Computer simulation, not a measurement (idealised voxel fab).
process module | voxel released beams
cross-section cut | 220 nm wide | cells 5 nm
A cross-section is a grid of square cells, given in bands from the top down. A band is one or more rows of cells.
Each band's line starts with the height of the band's top and of its bottom, in nm. Then come its materials from left to right, each with its width in nm. One material with "throughout" fills the band from edge to edge. "air" is empty space.
Height 0 is the level under which the wafer as received is all one material. The lowest band goes on downwards, as in "0 down".
A width such as "30 to 40" changes by the same amount from each row of cells to the next, from the band's top row to its bottom row.
"no change" after a step means that no cell of the cross-section changed.
closed voids: empty space of 8 cells or more with no open way to the top, each as width x height at its distance from the left edge, in nm
after a step's settings: what the simulator itself notes on the step
overlay nm, on a step with a mask: how far to the right of its planned place the mask lay; to the left if negative
Each pair below shows a cross-section before one step and the cross-section after it, down to the lowest band that changed. The line under each pair gives the step between them, with its settings. The pairs can come from different runs of this module on the same starting wafer, so a pair continues from the pair above only where its "before" says so.
before
  0 down: Si throughout
  closed voids: none
after
  5 to 0: SiN throughout
  below 0: unchanged
  closed voids: none
the step between: op CONFORMAL_DEP | material SiN | thk nm 5
before: the cross-section after the pair above
after
  20 to 5: SiO2 throughout
  below 5: unchanged
  closed voids: none
the step between: op DIRECTIONAL_DEP | material SiO2 | thk nm 15
before: the cross-section after the pair above
after
  35 to 20: aC throughout
  below 20: unchanged
  closed voids: none
the step between: op DIRECTIONAL_DEP | material aC | thk nm 15
before: the cross-section after the pair above
after
  65 to 35: resist 60 | air 30 | resist 130
  below 35: unchanged
  closed voids: none
the step between: op PATTERN | tone open | mask id ANCHOR | material resist | width nm 30 | thk nm 30 | overlay nm 0
before: the cross-section after the pair above
after
  50 to 35: resist 60 | air 30 | resist 130
  35 to 20: aC 60 | air 30 | aC 130
  below 20: unchanged
  closed voids: none
the step between: op DIRECTIONAL_ETCH | etch materials aC | depth nm 15
before: the cross-section after the pair above
after
  35 to 20: aC 60 | air 30 | aC 130
  below 20: unchanged
  closed voids: none
the step between: op STRIP | etch materials resist
before: the cross-section after the pair above
after
  35 to 20: aC 60 | air 30 | aC 130
  20 to 5: SiO2 60 | air 30 | SiO2 130
  below 5: unchanged
  closed voids: none
the step between: op DIRECTIONAL_ETCH | etch materials SiO2 | depth nm 15
before: the cross-section after the pair above
after
  20 to 5: SiO2 60 | air 30 | SiO2 130
  below 5: unchanged
  closed voids: none
the step between: op STRIP | etch materials aC
before: the cross-section after the pair above
after
  30 to 20: W 70 | air 10 | W 140
  20 to 15: SiO2 60 | W 10 | air 10 | W 10 | SiO2 130
  15 to 5: SiO2 60 | W 30 | SiO2 130
  below 5: unchanged
  closed voids: none
the step between: op CONFORMAL_DEP | material W | thk nm 10
before: the cross-section after the pair above
after
  40 to 30: aC 70 | air 10 | aC 140
  30 to 25: W 70 | air 10 | W 140
  25 to 20: W 70 | aC 10 | W 140
  20 to 15: SiO2 60 | W 10 | aC 10 | W 10 | SiO2 130
  below 15: unchanged
  closed voids: none
the step between: op DIRECTIONAL_DEP | material aC | thk nm 10
before: the cross-section after the pair above
after
  65 to 40: air 55 | resist 105 | air 60
  40 to 30: aC 70 | resist 10 | aC 140
  30 to 25: W 70 | resist 10 | W 140
  below 25: unchanged
  closed voids: none
the step between: op PATTERN | tone cover | mask id BEAM | material resist | width nm 105 | thk nm 25 | overlay nm 0
before: the cross-section after the pair above
after
  55 to 40: air 55 | resist 105 | air 60
  40 to 30: air 55 | aC 15 | resist 10 | aC 80 | air 60
  below 30: unchanged
  closed voids: none
the step between: op DIRECTIONAL_ETCH | etch materials aC | depth nm 10
before: the cross-section after the pair above
after
  40 to 30: air 55 | aC 15 | air 10 | aC 80 | air 60
  30 to 25: W 70 | air 10 | W 140
  below 25: unchanged
  closed voids: none
the step between: op STRIP | etch materials resist
before: the cross-section after the pair above
after
  40 to 30: air 55 | aC 15 | air 10 | aC 80 | air 60
  30 to 25: air 55 | W 15 | air 10 | W 80 | air 60
  25 to 20: air 55 | W 15 | aC 10 | W 80 | air 60
  below 20: unchanged
  closed voids: none
the step between: op DIRECTIONAL_ETCH | etch materials W | depth nm 10
before: the cross-section after the pair above
after
  30 to 20: air 55 | W 15 | air 10 | W 80 | air 60
  20 to 15: SiO2 60 | W 10 | air 10 | W 10 | SiO2 130
  below 15: unchanged
  closed voids: none
the step between: op STRIP | etch materials aC
before: the cross-section after the pair above
after
  30 to 20: air 55 | W 15 | air 10 | W 80 | air 60
  20 to 15: air 60 | W 10 | air 10 | W 10 | air 130
  15 to 5: air 60 | W 30 | air 130
  below 5: unchanged
  closed voids: none
the step between: op STRIP | etch materials SiO2
before
  0 down: Si throughout
  closed voids: none
after
  15 to 0: SiO2 throughout
  below 0: unchanged
  closed voids: none
the step between: op DIRECTIONAL_DEP | material SiO2 | thk nm 15
before: the cross-section after the pair above
after
  30 to 15: aC throughout
  below 15: unchanged
  closed voids: none
the step between: op DIRECTIONAL_DEP | material aC | thk nm 15
before: the cross-section after the pair above
after
  60 to 30: resist 60 | air 30 | resist 130
  below 30: unchanged
  closed voids: none
the step between: op PATTERN | tone open | mask id ANCHOR | material resist | width nm 30 | thk nm 30 | overlay nm 0
before: the cross-section after the pair above
after
  45 to 30: resist 60 | air 30 | resist 130
  30 to 15: aC 60 | air 30 | aC 130
  below 15: unchanged
  closed voids: none
the step between: op DIRECTIONAL_ETCH | etch materials aC | depth nm 15
before: the cross-section after the pair above
after
  30 to 15: aC 60 | air 30 | aC 130
  below 15: unchanged
  closed voids: none
the step between: op STRIP | etch materials resist
before: the cross-section after the pair above
after
  30 to 15: aC 60 | air 30 | aC 130
  15 to 0: SiO2 60 | air 30 | SiO2 130
  below 0: unchanged
  closed voids: none
the step between: op DIRECTIONAL_ETCH | etch materials SiO2 | depth nm 15
before: the cross-section after the pair above
after
  15 to 0: SiO2 60 | air 30 | SiO2 130
  below 0: unchanged
  closed voids: none
the step between: op STRIP | etch materials aC
before: the cross-section after the pair above
after
  25 to 15: W 70 | air 10 | W 140
  15 to 10: SiO2 60 | W 10 | air 10 | W 10 | SiO2 130
  10 to 0: SiO2 60 | W 30 | SiO2 130
  below 0: unchanged
  closed voids: none
the step between: op CONFORMAL_DEP | material W | thk nm 10
before: the cross-section after the pair above
after
  35 to 25: aC 70 | air 10 | aC 140
  25 to 20: W 70 | air 10 | W 140
  20 to 15: W 70 | aC 10 | W 140
  15 to 10: SiO2 60 | W 10 | aC 10 | W 10 | SiO2 130
  below 10: unchanged
  closed voids: none
the step between: op DIRECTIONAL_DEP | material aC | thk nm 10
before: the cross-section after the pair above
after
  60 to 35: air 55 | resist 105 | air 60
  35 to 25: aC 70 | resist 10 | aC 140
  25 to 20: W 70 | resist 10 | W 140
  below 20: unchanged
  closed voids: none
the step between: op PATTERN | tone cover | mask id BEAM | material resist | width nm 105 | thk nm 25 | overlay nm 0
before: the cross-section after the pair above
after
  50 to 35: air 55 | resist 105 | air 60
  35 to 25: air 55 | aC 15 | resist 10 | aC 80 | air 60
  below 25: unchanged
  closed voids: none
the step between: op DIRECTIONAL_ETCH | etch materials aC | depth nm 10
before: the cross-section after the pair above
after
  35 to 25: air 55 | aC 15 | air 10 | aC 80 | air 60
  25 to 20: W 70 | air 10 | W 140
  below 20: unchanged
  closed voids: none
the step between: op STRIP | etch materials resist
before: the cross-section after the pair above
after
  35 to 25: air 55 | aC 15 | air 10 | aC 80 | air 60
  25 to 20: air 55 | W 15 | air 10 | W 80 | air 60
  20 to 15: air 55 | W 15 | aC 10 | W 80 | air 60
  below 15: unchanged
  closed voids: none
the step between: op DIRECTIONAL_ETCH | etch materials W | depth nm 10
before: the cross-section after the pair above
after
  25 to 15: air 55 | W 15 | air 10 | W 80 | air 60
  15 to 10: SiO2 60 | W 10 | air 10 | W 10 | SiO2 130
  below 10: unchanged
  closed voids: none
the step between: op STRIP | etch materials aC
before: the cross-section after the pair above
after
  25 to 15: air 55 | W 15 | air 10 | W 80 | air 60
  15 to 10: air 60 | W 10 | air 10 | W 10 | air 130
  10 to 0: air 60 | W 30 | air 130
  below 0: unchanged
  closed voids: none
the step between: op STRIP | etch materials SiO2
before
  15 to 0: SiO2 throughout
  0 down: Si throughout
  closed voids: none
after
  20 to 15: SiN throughout
  below 15: unchanged
  closed voids: none
the step between: op CONFORMAL_DEP | material SiN | thk nm 5
before: the cross-section after the pair above
after
  35 to 20: aC throughout
  below 20: unchanged
  closed voids: none
the step between: op DIRECTIONAL_DEP | material aC | thk nm 15
before: the cross-section after the pair above
after
  65 to 35: resist 60 | air 30 | resist 130
  below 35: unchanged
  closed voids: none
the step between: op PATTERN | tone open | mask id ANCHOR | material resist | width nm 30 | thk nm 30 | overlay nm 0
before: the cross-section after the pair above
after
  50 to 35: resist 60 | air 30 | resist 130
  35 to 20: aC 60 | air 30 | aC 130
  below 20: unchanged
  closed voids: none
the step between: op DIRECTIONAL_ETCH | etch materials aC | depth nm 15
before: the cross-section after the pair above
after
  35 to 20: aC 60 | air 30 | aC 130
  below 20: unchanged
  closed voids: none
the step between: op STRIP | etch materials resist
before: the cross-section after the pair above
after
  20 to 15: SiN throughout
  below 15: unchanged
  closed voids: none
the step between: op STRIP | etch materials aC
before: the cross-section after the pair above
after
  30 to 20: W throughout
  below 20: unchanged
  closed voids: none
the step between: op CONFORMAL_DEP | material W | thk nm 10
before: the cross-section after the pair above
after
  40 to 30: aC throughout
  below 30: unchanged
  closed voids: none
the step between: op DIRECTIONAL_DEP | material aC | thk nm 10
before: the cross-section after the pair above
after
  65 to 40: air 55 | resist 105 | air 60
  below 40: unchanged
  closed voids: none
the step between: op PATTERN | tone cover | mask id BEAM | material resist | width nm 105 | thk nm 25 | overlay nm 0
before: the cross-section after the pair above
after
  55 to 40: air 55 | resist 105 | air 60
  40 to 30: air 55 | aC 105 | air 60
  below 30: unchanged
  closed voids: none
the step between: op DIRECTIONAL_ETCH | etch materials aC | depth nm 10
before: the cross-section after the pair above
after
  40 to 30: air 55 | aC 105 | air 60
  below 30: unchanged
  closed voids: none
the step between: op STRIP | etch materials resist
before: the cross-section after the pair above
after
  40 to 30: air 55 | aC 105 | air 60
  30 to 20: air 55 | W 105 | air 60
  below 20: unchanged
  closed voids: none
the step between: op DIRECTIONAL_ETCH | etch materials W | depth nm 10
before: the cross-section after the pair above
after
  30 to 20: air 55 | W 105 | air 60
  below 20: unchanged
  closed voids: none
the step between: op STRIP | etch materials aC
before
  20 to 5: SiO2 60 | air 30 | SiO2 130
  5 to 0: SiN throughout
  0 down: Si throughout
  closed voids: none
after
  25 to 20: W 65 | air 20 | W 135
  20 to 10: SiO2 60 | W 5 | air 20 | W 5 | SiO2 130
  10 to 5: SiO2 60 | W 30 | SiO2 130
  below 5: unchanged
  closed voids: none
the step between: op CONFORMAL_DEP | material W | thk nm 5
before: the cross-section after the pair above
after
  35 to 25: aC 65 | air 20 | aC 135
  25 to 20: W 65 | air 20 | W 135
  20 to 10: SiO2 60 | W 5 | aC 20 | W 5 | SiO2 130
  below 10: unchanged
  closed voids: none
the step between: op DIRECTIONAL_DEP | material aC | thk nm 10
before: the cross-section after the pair above
after
  60 to 35: air 55 | resist 105 | air 60
  35 to 25: aC 65 | resist 20 | aC 135
  25 to 20: W 65 | resist 20 | W 135
  below 20: unchanged
  closed voids: none
the step between: op PATTERN | tone cover | mask id BEAM | material resist | width nm 105 | thk nm 25 | overlay nm 0
before: the cross-section after the pair above
after
  50 to 35: air 55 | resist 105 | air 60
  35 to 25: air 55 | aC 10 | resist 20 | aC 75 | air 60
  below 25: unchanged
  closed voids: none
the step between: op DIRECTIONAL_ETCH | etch materials aC | depth nm 10
before: the cross-section after the pair above
after
  35 to 25: air 55 | aC 10 | air 20 | aC 75 | air 60
  25 to 20: W 65 | air 20 | W 135
  below 20: unchanged
  closed voids: none
the step between: op STRIP | etch materials resist
before: the cross-section after the pair above
after
  35 to 25: air 55 | aC 10 | air 20 | aC 75 | air 60
  25 to 20: air 55 | W 10 | air 20 | W 75 | air 60
  below 20: unchanged
  closed voids: none
the step between: op DIRECTIONAL_ETCH | etch materials W | depth nm 10
before: the cross-section after the pair above
after
  25 to 20: air 55 | W 10 | air 20 | W 75 | air 60
  20 to 10: SiO2 60 | W 5 | air 20 | W 5 | SiO2 130
  below 10: unchanged
  closed voids: none
the step between: op STRIP | etch materials aC
before: the cross-section after the pair above
after
  25 to 20: air 55 | W 10 | air 20 | W 75 | air 60
  20 to 10: air 60 | W 5 | air 20 | W 5 | air 130
  10 to 5: air 60 | W 30 | air 130
  below 5: unchanged
  closed voids: none
the step between: op STRIP | etch materials SiO2
before
  35 to 20: aC throughout
  20 to 5: SiO2 throughout
  5 to 0: SiN throughout
  0 down: Si throughout
  closed voids: none
after
  65 to 35: resist 55 | air 40 | resist 125
  below 35: unchanged
  closed voids: none
the step between: op PATTERN | tone open | mask id ANCHOR | material resist | width nm 40 | thk nm 30 | overlay nm 0
before: the cross-section after the pair above
after
  50 to 35: resist 55 | air 40 | resist 125
  35 to 20: aC 55 | air 40 | aC 125
  below 20: unchanged
  closed voids: none
the step between: op DIRECTIONAL_ETCH | etch materials aC | depth nm 15
before: the cross-section after the pair above
after
  35 to 20: aC 55 | air 40 | aC 125
  below 20: unchanged
  closed voids: none
the step between: op STRIP | etch materials resist
before: the cross-section after the pair above
after
  35 to 20: aC 55 | air 40 | aC 125
  20 to 5: SiO2 55 | air 40 | SiO2 125
  below 5: unchanged
  closed voids: none
the step between: op DIRECTIONAL_ETCH | etch materials SiO2 | depth nm 15
before: the cross-section after the pair above
after
  20 to 5: SiO2 55 | air 40 | SiO2 125
  below 5: unchanged
  closed voids: none
the step between: op STRIP | etch materials aC
before: the cross-section after the pair above
after
  30 to 20: W 65 | air 20 | W 135
  20 to 15: SiO2 55 | W 10 | air 20 | W 10 | SiO2 125
  15 to 5: SiO2 55 | W 40 | SiO2 125
  below 5: unchanged
  closed voids: none
the step between: op CONFORMAL_DEP | material W | thk nm 10
before: the cross-section after the pair above
after
  40 to 30: aC 65 | air 20 | aC 135
  30 to 25: W 65 | air 20 | W 135
  25 to 20: W 65 | aC 20 | W 135
  20 to 15: SiO2 55 | W 10 | aC 20 | W 10 | SiO2 125
  below 15: unchanged
  closed voids: none
the step between: op DIRECTIONAL_DEP | material aC | thk nm 10
before: the cross-section after the pair above
after
  65 to 40: air 55 | resist 105 | air 60
  40 to 30: aC 65 | resist 20 | aC 135
  30 to 25: W 65 | resist 20 | W 135
  below 25: unchanged
  closed voids: none
the step between: op PATTERN | tone cover | mask id BEAM | material resist | width nm 105 | thk nm 25 | overlay nm 0
before: the cross-section after the pair above
after
  55 to 40: air 55 | resist 105 | air 60
  40 to 30: air 55 | aC 10 | resist 20 | aC 75 | air 60
  below 30: unchanged
  closed voids: none
the step between: op DIRECTIONAL_ETCH | etch materials aC | depth nm 10
before: the cross-section after the pair above
after
  40 to 30: air 55 | aC 10 | air 20 | aC 75 | air 60
  30 to 25: W 65 | air 20 | W 135
  below 25: unchanged
  closed voids: none
the step between: op STRIP | etch materials resist
before: the cross-section after the pair above
after
  40 to 30: air 55 | aC 10 | air 20 | aC 75 | air 60
  30 to 25: air 55 | W 10 | air 20 | W 75 | air 60
  25 to 20: air 55 | W 10 | aC 20 | W 75 | air 60
  below 20: unchanged
  closed voids: none
the step between: op DIRECTIONAL_ETCH | etch materials W | depth nm 10
before: the cross-section after the pair above
after
  30 to 20: air 55 | W 10 | air 20 | W 75 | air 60
  20 to 15: SiO2 55 | W 10 | air 20 | W 10 | SiO2 125
  below 15: unchanged
  closed voids: none
the step between: op STRIP | etch materials aC
before: the cross-section after the pair above
after
  30 to 20: air 55 | W 10 | air 20 | W 75 | air 60
  20 to 15: air 55 | W 10 | air 20 | W 10 | air 125
  15 to 5: air 55 | W 40 | air 125
  below 5: unchanged
  closed voids: none
the step between: op STRIP | etch materials SiO2
before
  40 to 30: aC 70 | air 10 | aC 140
  30 to 25: W 70 | air 10 | W 140
  25 to 20: W 70 | aC 10 | W 140
  20 to 15: SiO2 60 | W 10 | aC 10 | W 10 | SiO2 130
  15 to 5: SiO2 60 | W 30 | SiO2 130
  5 to 0: SiN throughout
  0 down: Si throughout
  closed voids: none
after
  65 to 40: air 65 | resist 105 | air 50
  40 to 30: aC 70 | resist 10 | aC 140
  30 to 25: W 70 | resist 10 | W 140
  below 25: unchanged
  closed voids: none
the step between: op PATTERN | tone cover | mask id BEAM | material resist | width nm 105 | thk nm 25 | overlay nm 10
before: the cross-section after the pair above
after
  55 to 40: air 65 | resist 105 | air 50
  40 to 30: air 65 | aC 5 | resist 10 | aC 90 | air 50
  below 30: unchanged
  closed voids: none
the step between: op DIRECTIONAL_ETCH | etch materials aC | depth nm 10
before: the cross-section after the pair above
after
  40 to 30: air 65 | aC 5 | air 10 | aC 90 | air 50
  30 to 25: W 70 | air 10 | W 140
  below 25: unchanged
  closed voids: none
the step between: op STRIP | etch materials resist
before: the cross-section after the pair above
after
  40 to 30: air 65 | aC 5 | air 10 | aC 90 | air 50
  30 to 25: air 65 | W 5 | air 10 | W 90 | air 50
  25 to 20: air 65 | W 5 | aC 10 | W 90 | air 50
  below 20: unchanged
  closed voids: none
the step between: op DIRECTIONAL_ETCH | etch materials W | depth nm 10
before: the cross-section after the pair above
after
  30 to 20: air 65 | W 5 | air 10 | W 90 | air 50
  20 to 15: SiO2 60 | W 10 | air 10 | W 10 | SiO2 130
  below 15: unchanged
  closed voids: none
the step between: op STRIP | etch materials aC
before: the cross-section after the pair above
after
  30 to 20: air 65 | W 5 | air 10 | W 90 | air 50
  20 to 15: air 60 | W 10 | air 10 | W 10 | air 130
  15 to 5: air 60 | W 30 | air 130
  below 5: unchanged
  closed voids: none
the step between: op STRIP | etch materials SiO2
before
  0 down: Si throughout
  closed voids: none
after
  5 to 0: W throughout
  below 0: unchanged
  closed voids: none
the step between: op CONFORMAL_DEP | material W | thk nm 5
before: the cross-section after the pair above
after
  20 to 5: SiO2 throughout
  below 5: unchanged
  closed voids: none
the step between: op DIRECTIONAL_DEP | material SiO2 | thk nm 15
before: the cross-section after the pair above
after
  35 to 20: aC throughout
  below 20: unchanged
  closed voids: none
the step between: op DIRECTIONAL_DEP | material aC | thk nm 15
before: the cross-section after the pair above
after
  65 to 35: resist 60 | air 30 | resist 130
  below 35: unchanged
  closed voids: none
the step between: op PATTERN | tone open | mask id ANCHOR | material resist | width nm 30 | thk nm 30 | overlay nm 0
before: the cross-section after the pair above
after
  50 to 35: resist 60 | air 30 | resist 130
  35 to 20: aC 60 | air 30 | aC 130
  below 20: unchanged
  closed voids: none
the step between: op DIRECTIONAL_ETCH | etch materials aC | depth nm 15
before: the cross-section after the pair above
after
  35 to 20: aC 60 | air 30 | aC 130
  below 20: unchanged
  closed voids: none
the step between: op STRIP | etch materials resist
before: the cross-section after the pair above
after
  35 to 20: aC 60 | air 30 | aC 130
  20 to 5: SiO2 60 | air 30 | SiO2 130
  below 5: unchanged
  closed voids: none
the step between: op DIRECTIONAL_ETCH | etch materials SiO2 | depth nm 15
before: the cross-section after the pair above
after
  20 to 5: SiO2 60 | air 30 | SiO2 130
  below 5: unchanged
  closed voids: none
the step between: op STRIP | etch materials aC
before: the cross-section after the pair above
after
  30 to 20: W 70 | air 10 | W 140
  20 to 15: SiO2 60 | W 10 | air 10 | W 10 | SiO2 130
  15 to 5: SiO2 60 | W 30 | SiO2 130
  below 5: unchanged
  closed voids: none
the step between: op CONFORMAL_DEP | material W | thk nm 10
before: the cross-section after the pair above
after
  40 to 30: aC 70 | air 10 | aC 140
  30 to 25: W 70 | air 10 | W 140
  25 to 20: W 70 | aC 10 | W 140
  20 to 15: SiO2 60 | W 10 | aC 10 | W 10 | SiO2 130
  below 15: unchanged
  closed voids: none
the step between: op DIRECTIONAL_DEP | material aC | thk nm 10
before: the cross-section after the pair above
after
  65 to 40: air 55 | resist 105 | air 60
  40 to 30: aC 70 | resist 10 | aC 140
  30 to 25: W 70 | resist 10 | W 140
  below 25: unchanged
  closed voids: none
the step between: op PATTERN | tone cover | mask id BEAM | material resist | width nm 105 | thk nm 25 | overlay nm 0
before: the cross-section after the pair above
after
  55 to 40: air 55 | resist 105 | air 60
  40 to 30: air 55 | aC 15 | resist 10 | aC 80 | air 60
  below 30: unchanged
  closed voids: none
the step between: op DIRECTIONAL_ETCH | etch materials aC | depth nm 10
before: the cross-section after the pair above
after
  40 to 30: air 55 | aC 15 | air 10 | aC 80 | air 60
  30 to 25: W 70 | air 10 | W 140
  below 25: unchanged
  closed voids: none
the step between: op STRIP | etch materials resist
before: the cross-section after the pair above
after
  40 to 30: air 55 | aC 15 | air 10 | aC 80 | air 60
  30 to 25: air 55 | W 15 | air 10 | W 80 | air 60
  25 to 20: air 55 | W 15 | aC 10 | W 80 | air 60
  below 20: unchanged
  closed voids: none
the step between: op DIRECTIONAL_ETCH | etch materials W | depth nm 10
before: the cross-section after the pair above
after
  30 to 20: air 55 | W 15 | air 10 | W 80 | air 60
  20 to 15: SiO2 60 | W 10 | air 10 | W 10 | SiO2 130
  below 15: unchanged
  closed voids: none
the step between: op STRIP | etch materials aC
before: the cross-section after the pair above
after
  30 to 20: air 55 | W 15 | air 10 | W 80 | air 60
  20 to 15: air 60 | W 10 | air 10 | W 10 | air 130
  15 to 5: air 60 | W 30 | air 130
  below 5: unchanged
  closed voids: none
the step between: op STRIP | etch materials SiO2
before
  35 to 20: aC throughout
  20 to 5: SiO2 throughout
  5 to 0: SiN throughout
  0 down: Si throughout
  closed voids: none
after
  65 to 35: air 60 | resist 30 | air 130
  below 35: unchanged
  closed voids: none
the step between: op PATTERN | tone cover | mask id ANCHOR | material resist | width nm 30 | thk nm 30 | overlay nm 0
before: the cross-section after the pair above
after
  50 to 35: air 60 | resist 30 | air 130
  35 to 20: air 60 | aC 30 | air 130
  below 20: unchanged
  closed voids: none
the step between: op DIRECTIONAL_ETCH | etch materials aC | depth nm 15
before: the cross-section after the pair above
after
  35 to 20: air 60 | aC 30 | air 130
  below 20: unchanged
  closed voids: none
the step between: op STRIP | etch materials resist
before: the cross-section after the pair above
after
  35 to 20: air 60 | aC 30 | air 130
  20 to 5: air 60 | SiO2 30 | air 130
  below 5: unchanged
  closed voids: none
the step between: op DIRECTIONAL_ETCH | etch materials SiO2 | depth nm 15
before: the cross-section after the pair above
after
  20 to 5: air 60 | SiO2 30 | air 130
  below 5: unchanged
  closed voids: none
the step between: op STRIP | etch materials aC
before: the cross-section after the pair above
after
  30 to 20: air 50 | W 50 | air 120
  20 to 15: air 50 | W 10 | SiO2 30 | W 10 | air 120
  15 to 5: W 60 | SiO2 30 | W 130
  below 5: unchanged
  closed voids: none
the step between: op CONFORMAL_DEP | material W | thk nm 10
before: the cross-section after the pair above
after
  40 to 30: air 50 | aC 50 | air 120
  30 to 25: air 50 | W 50 | air 120
  25 to 20: aC 50 | W 50 | aC 120
  20 to 15: aC 50 | W 10 | SiO2 30 | W 10 | aC 120
  below 15: unchanged
  closed voids: none
the step between: op DIRECTIONAL_DEP | material aC | thk nm 10
before: the cross-section after the pair above
after
  65 to 40: air 55 | resist 105 | air 60
  40 to 30: air 50 | aC 50 | resist 60 | air 60
  30 to 25: air 50 | W 50 | resist 60 | air 60
  below 25: unchanged
  closed voids: none
the step between: op PATTERN | tone cover | mask id BEAM | material resist | width nm 105 | thk nm 25 | overlay nm 0
before: the cross-section after the pair above
after
  55 to 40: air 55 | resist 105 | air 60
  40 to 30: air 55 | aC 45 | resist 60 | air 60
  30 to 25: air 50 | W 50 | resist 60 | air 60
  25 to 20: air 50 | W 50 | aC 60 | air 60
  20 to 15: air 50 | W 10 | SiO2 30 | W 10 | aC 60 | air 60
  below 15: unchanged
  closed voids: none
the step between: op DIRECTIONAL_ETCH | etch materials aC | depth nm 10
before: the cross-section after the pair above
after
  40 to 30: air 55 | aC 45 | air 120
  30 to 25: air 50 | W 50 | air 120
  below 25: unchanged
  closed voids: none
the step between: op STRIP | etch materials resist
before: the cross-section after the pair above
after
  40 to 30: air 55 | aC 45 | air 120
  30 to 25: air 55 | W 45 | air 120
  25 to 20: air 55 | W 45 | aC 60 | air 60
  20 to 15: air 50 | W 10 | SiO2 30 | W 10 | aC 60 | air 60
  15 to 5: air 50 | W 10 | SiO2 30 | W 70 | air 60
  below 5: unchanged
  closed voids: none
the step between: op DIRECTIONAL_ETCH | etch materials W | depth nm 10
before: the cross-section after the pair above
after
  30 to 20: air 55 | W 45 | air 120
  20 to 15: air 50 | W 10 | SiO2 30 | W 10 | air 120
  below 15: unchanged
  closed voids: none
the step between: op STRIP | etch materials aC
